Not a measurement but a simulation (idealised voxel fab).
Module name: voxel quadruple lines (process module)
Section cut is 220 nm wide and gridded with 5 nm square cells.
Notation: cross-section as square-cell grid; stated in bands, top first, going down; one or more cell rows per band.
The entry gives the band's vertical extent as a top height and a bottom height in nm, then its horizontal make-up as materials from left to right, each with a width in nm. "air" stands for empty space; a single material marked "full width" fills the band edge to edge.
Heights are expressed relative to 0, this being the level below which the as-received wafer comprises one material exclusively. The lowest band is unbounded in the downward direction and is denoted as in "0 -> down".
A two-number width, for instance "30..40", indicates that the width is equal to the first number in the top row of the band and to the second number in the bottom row, and that it changes by a constant amount per row of cells.
"nothing different", as given for a step, is the statement that not any cell of the cross-section underwent a change during that step.
For the entry "Non-vented voids", the listed items are empty spaces with no open way to the top whose size is 8 cells or more; each item follows the pattern width x height at distance, where distance is from the left edge and all three are in nm.
Read whatever lies past the settings on a step's line as the simulator's own remark about the step.
overlay nm: for a step with a mask, the amount by which the mask lay right of where it was planned; a negative amount means left of it.
## Steps in the process plan
| 1 | RECEIVE,material Si |
| 2 | CONFORMAL_DEP,material SiO2,thk nm 5 |
| 3 | DIRECTIONAL_DEP,material Ru,thk nm 10 |
| 4 | DIRECTIONAL_DEP,material polySi,thk nm 20 |
| 5 | DIRECTIONAL_DEP,material aC,thk nm 20 |
| 6 | PATTERN,tone cover,mask id MANDREL,material resist,width nm 20,pitch nm 60,thk nm 30,overlay nm 0 |
| 7 | DIRECTIONAL_ETCH,etch materials aC,depth nm 20 |
| 8 | STRIP,etch materials resist |
| 9 | CONFORMAL_DEP,material SiO2,thk nm 10 |
| 10 | DIRECTIONAL_ETCH,etch materials SiO2,depth nm 10 |
| 11 | STRIP,etch materials aC |
| 12 | DIRECTIONAL_ETCH,etch materials polySi,depth nm 20 |
| 13 | STRIP,etch materials SiO2 |
| 14 | CONFORMAL_DEP,material SiCN,thk nm 5 |
| 15 | DIRECTIONAL_ETCH,etch materials SiCN,depth nm 5 |
| 16 | STRIP,etch materials polySi |
| 17 | DIRECTIONAL_ETCH,etch materials Ru,depth nm 10 |
| 18 | STRIP,etch materials SiCN |
| 19 | FILL_DEP,material lowk,thk nm 10 |
| 20 | CMP,height nm 15 |
Variable across wafers: step 14 thk nm (plan value is that of the first wafer; starting state common to all).
## Step 1 complete: as-received cross-section of the first of several wafers
* 0 -> down = Si full width
* Non-vented voids: none
## Here is how to read the rows: every wafer has a row, and it shows the wafer at the end of the module, giving for each material how many cells were gained (+) or lost (-) since the wafer was received, then listing its closed voids
thk nm 5 | +16 Ru | +44 SiO2 | +72 lowk | Non-vented voids: none
thk nm 10 | +88 Ru | +44 SiO2 | Non-vented voids: none
thk nm 15 | +88 Ru | +44 SiO2 | Non-vented voids: none
thk nm 20 | +88 Ru | +44 SiO2 | Non-vented voids: none
